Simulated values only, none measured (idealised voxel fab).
The process module presented herein is designated voxel transistor to metal.
For reference, the cross-section in this document is cut, with width 205 nm and square cells of 5 nm.
The cross-sections in this document take the form of a grid made of square cells. They are written out as bands, in order from top to bottom. Each band consists of one or more rows of cells.
Heights first: top, then bottom, in nm. Then materials, left to right, each with a width in nm. "all across" on a single material: fills the band edge to edge. "air": empty space.
Measure heights from 0. That's the level where, below it, the as-received wafer is all one material. The lowest band is bottomless and extends downward; write it as in "from 0 down".
With a width like "30 to 40", each row of cells in the band differs from the next by the same amount, the top row carrying the first number and the bottom row the second.
Key: "nothing altered" - step with no changed cell in the cross-section.
"Fully sealed cavities" means: voids of 8 cells or more that are shut off from the top with no open way through. Written width x height at distance, distance from the left edge, in nm.
Past the settings on a step's line: simulator remark, on that step.
overlay nm: step with mask; distance mask lay right of planned place; negative value = left of planned place.
Planned process steps
| 1 | RECEIVE [material Si] |
| 2 | OXIDIZE [depth nm 5] |
| 3 | CONFORMAL_DEP [material SiN] [thk nm 10] |
| 4 | DIRECTIONAL_DEP [material aC] [thk nm 10] |
| 5 | PATTERN [tone cover] [mask id ACTIVE] [material resist] [width nm 100] [thk nm 25] [overlay nm 0] |
| 6 | DIRECTIONAL_ETCH [etch materials aC] [depth nm 10] |
| 7 | STRIP [etch materials resist] |
| 8 | DIRECTIONAL_ETCH [etch materials SiN] [depth nm 10] |
| 9 | DIRECTIONAL_ETCH [etch materials SiO2] [depth nm 5] |
| 10 | DIRECTIONAL_ETCH [etch materials Si] [depth nm 35] |
| 11 | STRIP [etch materials aC] |
| 12 | OXIDIZE [depth nm 5] |
| 13 | FILL_DEP [material SiO2] [thk nm 5] |
| 14 | CMP [height nm 10] |
| 15 | SELECTIVE_ETCH [etch materials SiO2] [depth nm 10] |
| 16 | STRIP [etch materials SiN] |
| 17 | SELECTIVE_ETCH [etch materials SiO2] [depth nm 5] |
| 18 | OXIDIZE [depth nm 5] |
| 19 | DIRECTIONAL_DEP [material polySi] [thk nm 20] |
| 20 | DIRECTIONAL_DEP [material SiCN] [thk nm 15] |
| 21 | PATTERN [tone cover] [mask id GATE] [material resist] [width nm 30] [thk nm 15] [overlay nm 0] |
| 22 | DIRECTIONAL_ETCH [etch materials SiCN] [depth nm 25] |
| 23 | DIRECTIONAL_ETCH [etch materials polySi] [depth nm 30] |
| 24 | STRIP [etch materials resist] |
| 25 | CONFORMAL_DEP [material SiN] [thk nm 10] |
| 26 | DIRECTIONAL_ETCH [etch materials SiN] [depth nm 10] |
| 27 | DIRECTIONAL_ETCH [etch materials SiO2] [depth nm 5] |
| 28 | DIRECTIONAL_ETCH [etch materials Si] [depth nm 10] |
| 29 | EPI [material nSi] [thk nm 15] |
| 30 | FILL_DEP [material SiO2] [thk nm 5] |
| 31 | CMP [height nm 15] |
| 32 | STRIP [etch materials polySi] |
| 33 | SELECTIVE_ETCH [etch materials SiO2] [depth nm 5] |
| 34 | CONFORMAL_DEP [material HfO2] [thk nm 5] |
| 35 | CONFORMAL_DEP [material TiN] [thk nm 5] |
| 36 | FILL_DEP [material W] [thk nm 5] |
| 37 | CMP [height nm 10] |
| 38 | DIRECTIONAL_DEP [material SiO2] [thk nm 10] |
| 39 | PATTERN [tone open] [mask id CONTACT] [material resist] [width nm 15] [pitch nm 75] [thk nm 20] [overlay nm 0] |
| 40 | DIRECTIONAL_ETCH [etch materials SiO2] [depth nm 25] |
| 41 | STRIP [etch materials resist] |
| 42 | CONFORMAL_DEP [material TiN] [thk nm 5] |
| 43 | FILL_DEP [material Ru] [thk nm 10] |
| 44 | CMP [height nm 20] |
| 45 | DIRECTIONAL_DEP [material TiN] [thk nm 5] |
| 46 | DIRECTIONAL_DEP [material Ru] [thk nm 20] |
| 47 | DIRECTIONAL_DEP [material aC] [thk nm 10] |
| 48 | PATTERN [tone cover] [mask id METAL_1] [material resist] [width nm 15] [pitch nm 75] [thk nm 25] [overlay nm 0] |
| 49 | DIRECTIONAL_ETCH [etch materials aC] [depth nm 10] |
| 50 | STRIP [etch materials resist] |
| 51 | DIRECTIONAL_ETCH [etch materials Ru] [depth nm 20] |
| 52 | DIRECTIONAL_ETCH [etch materials TiN] [depth nm 5] |
| 53 | STRIP [etch materials aC] |
| 54 | CONFORMAL_DEP [material SiN] [thk nm 5] |
| 55 | FILL_DEP [material lowk] [thk nm 10] |
| 56 | CMP [height nm 45] |
| 57 | CONFORMAL_DEP [material SiCN] [thk nm 5] |
| 58 | DIRECTIONAL_DEP [material lowk] [thk nm 30] |
| 59 | PATTERN [tone open] [mask id METAL_2] [material resist] [width nm 15] [pitch nm 75] [thk nm 20] [overlay nm 0] |
| 60 | DIRECTIONAL_ETCH [etch materials lowk] [depth nm 15] |
| 61 | STRIP [etch materials resist] |
| 62 | PATTERN [tone open] [mask id METAL_2_HOLES] [material resist] [width nm 15] [pitch nm 75] [thk nm 20] [overlay nm 0] |
| 63 | DIRECTIONAL_ETCH [etch materials lowk] [depth nm 15] |
| 64 | DIRECTIONAL_ETCH [etch materials SiCN] [depth nm 5] |
| 65 | STRIP [etch materials resist] |
| 66 | CONFORMAL_DEP [material TiN] [thk nm 5] |
| 67 | FILL_DEP [material Ru] [thk nm 5] |
| 68 | CMP [height nm 80] |
| 69 | CONFORMAL_DEP [material SiN] [thk nm 5] |
As received (post step 1): cross-section
	from 0 down | Si all across
	Fully sealed cavities: none
End state of the module in cross-section, given the above starting point and plan and one mistake in execution
	from 85 to 80 | SiN all across
	from 80 to 50 | lowk (55) | TiN (5) | Ru (5) | TiN (5) | lowk (60) | TiN (5) | Ru (5) | TiN (5) | lowk (60)
	from 50 to 45 | SiCN (55) | TiN (15) | SiCN (60) | TiN (15) | SiCN (60)
	from 45 to 25 | lowk (50) | SiN (5) | Ru (15) | SiN (5) | lowk (50) | SiN (5) | Ru (15) | SiN (5) | lowk (55)
	from 25 to 20 | SiN (55) | TiN (15) | SiN (60) | TiN (15) | SiN (60)
	from 20 to 10 | SiO2 (55) | TiN (5) | Ru (5) | TiN (5) | SiO2 (60) | TiN (5) | Ru (5) | TiN (5) | SiO2 (60)
	from 10 to 5 | SiO2 (55) | TiN (15) | SiO2 (5) | SiN (10) | TiN (5) | W (20) | TiN (5) | SiN (10) | SiO2 (5) | TiN (15) | SiO2 (60)
	from 5 to -5 | SiO2 (55) | TiN (5) | nSi (15) | SiN (10) | TiN (5) | W (20) | TiN (5) | SiN (10) | nSi (15) | TiN (5) | SiO2 (60)
	from -5 to -10 | SiO2 (50) | nSi (25) | SiO2 (5) | TiN (40) | SiO2 (5) | nSi (25) | SiO2 (55)
	from -10 to -20 | SiO2 (55) | nSi (20) | Si (50) | nSi (20) | SiO2 (60)
	from -20 to -45 | SiO2 (55) | Si (90) | SiO2 (60)
	from -45 down | Si all across
	Fully sealed cavities: none
Where did the run depart from the plan? the plan's step 34 was left out and never carried out
